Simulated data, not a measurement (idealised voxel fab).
This is a process module. Its name is voxel gate over fins.
Each square cell in cross-section cut measures 5 nm, and the section as a whole is 225 nm wide.
In what follows, cross-sections appear as grids of square cells, described through bands that run from the top down, where every band is one or more rows of cells.
Read a band's entry like this: the first values are the height of its top and the height of its bottom in nm, and what follows is the sequence of materials from left to right, each with its width in nm. Note that "empty" is empty space, and that a single material marked "edge to edge" reaches across the band from edge to edge.
Convention: height 0 is the level below which the wafer, as received, is all one material. The lowest band does not terminate at the bottom but continues downward, represented as "z 0 and below".
It should be noted that a width expressed as "30 to 40" varies in equal increments from row to row of cells within the band, taking the value of the first number at the top row and that of the second number at the bottom row.
Take "nothing was modified" at face value: in the step it is given for, the cross-section changed in none of its cells.
In "Enclosed void inventory" the enclosed voids are listed, meaning empty spaces of 8 cells or larger without any opening to the top. The form is width x height at distance, distance from the left edge, units nm.
Formally, on a step line, whatever follows the settings is a remark that the simulator itself makes on the step.
A step line may carry the setting "overlay nm", which, for steps involving a mask, states the distance by which the mask lay to the right of its intended position; negative values denote displacement to the left.

**plan**
1: RECEIVE,material Si
2: CONFORMAL_DEP,material SiN,thk nm 10
3: DIRECTIONAL_DEP,material aC,thk nm 15
4: PATTERN,tone cover,mask id FINS,material resist,width nm 15,pitch nm 55,thk nm 35,overlay nm 0
5: DIRECTIONAL_ETCH,etch materials aC,depth nm 15
6: STRIP,etch materials resist
7: DIRECTIONAL_ETCH,etch materials SiN,depth nm 10
8: DIRECTIONAL_ETCH,etch materials Si,depth nm 40
9: STRIP,etch materials aC
10: OXIDIZE,depth nm 5
11: FILL_DEP,material SiO2,thk nm 5
12: CMP,height nm 10
13: DIRECTIONAL_DEP,material aC,thk nm 10
14: PATTERN,tone open,mask id RAIL,material resist,width nm 15,thk nm 30,overlay nm 0
15: DIRECTIONAL_ETCH,etch materials aC,depth nm 10
16: STRIP,etch materials resist
17: DIRECTIONAL_ETCH,etch materials SiO2,depth nm 45
18: STRIP,etch materials aC
19: CONFORMAL_DEP,material TiN,thk nm 5
20: FILL_DEP,material Ru,thk nm 10
21: CMP,height nm 10
22: SELECTIVE_ETCH,etch materials W Ru TiN,depth nm 30
23: FILL_DEP,material SiO2,thk nm 5
24: CMP,height nm 10
25: SELECTIVE_ETCH,etch materials SiO2,depth nm 25
26: STRIP,etch materials SiN
27: CONFORMAL_DEP,material HfO2,thk nm 5
28: CONFORMAL_DEP,material TiN,thk nm 5
29: CONFORMAL_DEP,material TiAl,thk nm 5
30: CONFORMAL_DEP,material TiN,thk nm 5
31: FILL_DEP,material W,thk nm 10
32: CMP,height nm 25
33: CONFORMAL_DEP,material SiCN,thk nm 10

**Cross-section of the wafer at receipt, which is the condition after step 1**
    z 0 and below: Si edge to edge
    Enclosed void inventory: none

**The following cross-section depicts the wafer upon conclusion of the module. Processing commenced from the starting condition illustrated above and adhered to the plan illustrated above, save for one mistake in execution**
    z 35 to 25: SiCN edge to edge
    z 25 to 20: W edge to edge
    z 20 to 15: 60 W, 45 TiN, 10 W, 45 TiN, 65 W
    z 15 to 10: 60 W, 5 TiN, 35 TiAl, 5 TiN, 10 W, 5 TiN, 35 TiAl, 5 TiN, 65 W
    z 10 to 5: 60 W, 5 TiN, 5 TiAl, 25 TiN, 5 TiAl, 5 TiN, 10 W, 5 TiN, 5 TiAl, 25 TiN, 5 TiAl, 5 TiN, 65 W
    z 5 to 0: 65 TiN, 5 TiAl, 5 TiN, 15 HfO2, 5 TiN, 5 TiAl, 20 TiN, 5 TiAl, 5 TiN, 15 HfO2, 5 TiN, 5 TiAl, 70 TiN
    z 0 to -5: 70 TiAl, 5 TiN, 5 HfO2, 5 Si, 5 HfO2, 5 TiN, 30 TiAl, 5 TiN, 5 HfO2, 5 Si, 5 HfO2, 5 TiN, 75 TiAl
    z -5 to -10: 75 TiN, 5 HfO2, 5 Si, 5 HfO2, 40 TiN, 5 HfO2, 5 Si, 5 HfO2, 80 TiN
    z -10 to -15: 80 HfO2, 5 Si, 50 HfO2, 5 Si, 85 HfO2
    z -15 to -20: 80 SiO2, 5 Si, 50 SiO2, 5 Si, 85 SiO2
    z -20 to -30: 80 SiO2, 5 Si, 15 SiO2, 5 TiN, 5 Ru, 5 TiN, 20 SiO2, 5 Si, 85 SiO2
    z -30 to -35: 80 SiO2, 5 Si, 15 SiO2, 15 TiN, 20 SiO2, 5 Si, 85 SiO2
    z -35 to -40: 80 SiO2, 5 Si, 50 SiO2, 5 Si, 85 SiO2
    z -40 and below: Si edge to edge
    Enclosed void inventory: none
The plan and the run diverged here: step 8 ran differently from the plan; actual operation with settings: DIRECTIONAL_ETCH,etch materials Si,depth nm 35
